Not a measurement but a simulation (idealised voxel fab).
Process module heading - voxel wiring stack
It is cross-section cut that appears here, measuring 185 nm in width, its square cells being 5 nm in size.
Throughout this document, each cross-section is represented as a grid of square cells and is presented as a sequence of bands enumerated from the top downward, where a band comprises one or more rows of cells. Heights first: top, then bottom, in nm. Then materials, left to right, each with a width in nm. "everywhere" on a single material: fills the band edge to edge. "blank": empty space. The level at which height equals 0 is the one under which the wafer, as it arrives, is entirely one material. No lower edge exists for the bottom band, which continues downward and is notated as in "top 0, no bottom". A width given as "30..40" starts at the first number in the band's top row and ends at the second number in its bottom row, shifting by an equal amount at every step from row to row. The cross-section has no changed cell in any step marked "no alteration". Basically, "Closed void entries" tells you about the enclosed voids: empty spaces with no open way to the top, 8 cells or bigger, each written width x height at distance, where distance is from the left edge, all in nm. Post-settings text on a step line: simulator's own remark regarding the step. The line of a step may include "overlay nm". On a step with a mask, this value is how far to the right of its planned place the mask lay. A negative value means the mask lay to the left.
### List of planned process steps
1 RECEIVE,material Si
2 CONFORMAL_DEP,material SiO2,thk nm 10
3 DIRECTIONAL_DEP,material TiN,thk nm 5
4 DIRECTIONAL_DEP,material Ru,thk nm 25
5 MASKED_ETCH,tone cover,mask id METAL_1,width nm 20,pitch nm 45,etch materials Ru,depth nm 25,overlay nm 0
6 MASKED_ETCH,tone cover,mask id METAL_1,width nm 20,pitch nm 45,etch materials TiN,depth nm 5,overlay nm 0
7 CONFORMAL_DEP,material SiCN,thk nm 5
8 FILL_DEP,material SiO2,thk nm 10
9 CMP,height nm 40
10 CONFORMAL_DEP,material SiCN,thk nm 5
11 DIRECTIONAL_DEP,material SiO2,thk nm 15
12 MASKED_ETCH,tone open,mask id PLUG_1,width nm 15,pitch nm 45,etch materials SiO2,depth nm 15,overlay nm 0
13 MASKED_ETCH,tone open,mask id PLUG_1,width nm 15,pitch nm 45,etch materials SiCN,depth nm 5,overlay nm 0
14 EPI,material Ru,thk nm 10
15 EPI,material Ru,thk nm 10
16 DIRECTIONAL_DEP,material TiN,thk nm 5
17 DIRECTIONAL_DEP,material Ru,thk nm 20
18 DIRECTIONAL_DEP,material aC,thk nm 15
19 PATTERN,tone cover,mask id METAL_2,material resist,width nm 20,pitch nm 45,thk nm 30,overlay nm 0
20 DIRECTIONAL_ETCH,etch materials aC,depth nm 15
21 STRIP,etch materials resist
22 DIRECTIONAL_ETCH,etch materials Ru,depth nm 20
23 DIRECTIONAL_ETCH,etch materials TiN,depth nm 5
24 STRIP,etch materials aC
25 FILL_DEP,material lowk,thk nm 5
26 CMP,height nm 85
27 CONFORMAL_DEP,material SiCN,thk nm 5
### Incoming wafer, cross-sectional view, post step 1
top 0, no bottom  Si everywhere
Closed void entries: none
### Cross-section, end of module. Start: as above. Plan: as above. Execution: one mistake
top 90, bottom 85  SiCN everywhere
top 85, bottom 65  35 nm lowk | 20 nm Ru | 25 nm lowk | 20 nm Ru | 25 nm lowk | 20 nm Ru | 40 nm lowk
top 65, bottom 60  35 nm lowk | 20 nm TiN | 25 nm lowk | 20 nm TiN | 25 nm lowk | 20 nm TiN | 40 nm lowk
top 60, bottom 45  20 nm lowk | 135 nm Ru | 30 nm lowk
top 45, bottom 40  35 nm SiCN | 15 nm Ru | 30 nm SiCN | 15 nm Ru | 30 nm SiCN | 15 nm Ru | 45 nm SiCN
top 40, bottom 15  30 nm SiO2 | 5 nm SiCN | 20 nm Ru | 5 nm SiCN | 15 nm SiO2 | 5 nm SiCN | 20 nm Ru | 5 nm SiCN | 15 nm SiO2 | 5 nm SiCN | 20 nm Ru | 5 nm SiCN | 35 nm SiO2
top 15, bottom 10  35 nm SiCN | 20 nm TiN | 25 nm SiCN | 20 nm TiN | 25 nm SiCN | 20 nm TiN | 40 nm SiCN
top 10, bottom 0  SiO2 everywhere
top 0, no bottom  Si everywhere
Closed void entries: none
The plan and the run diverged here: step 11 of the plan got skipped, so it never ran
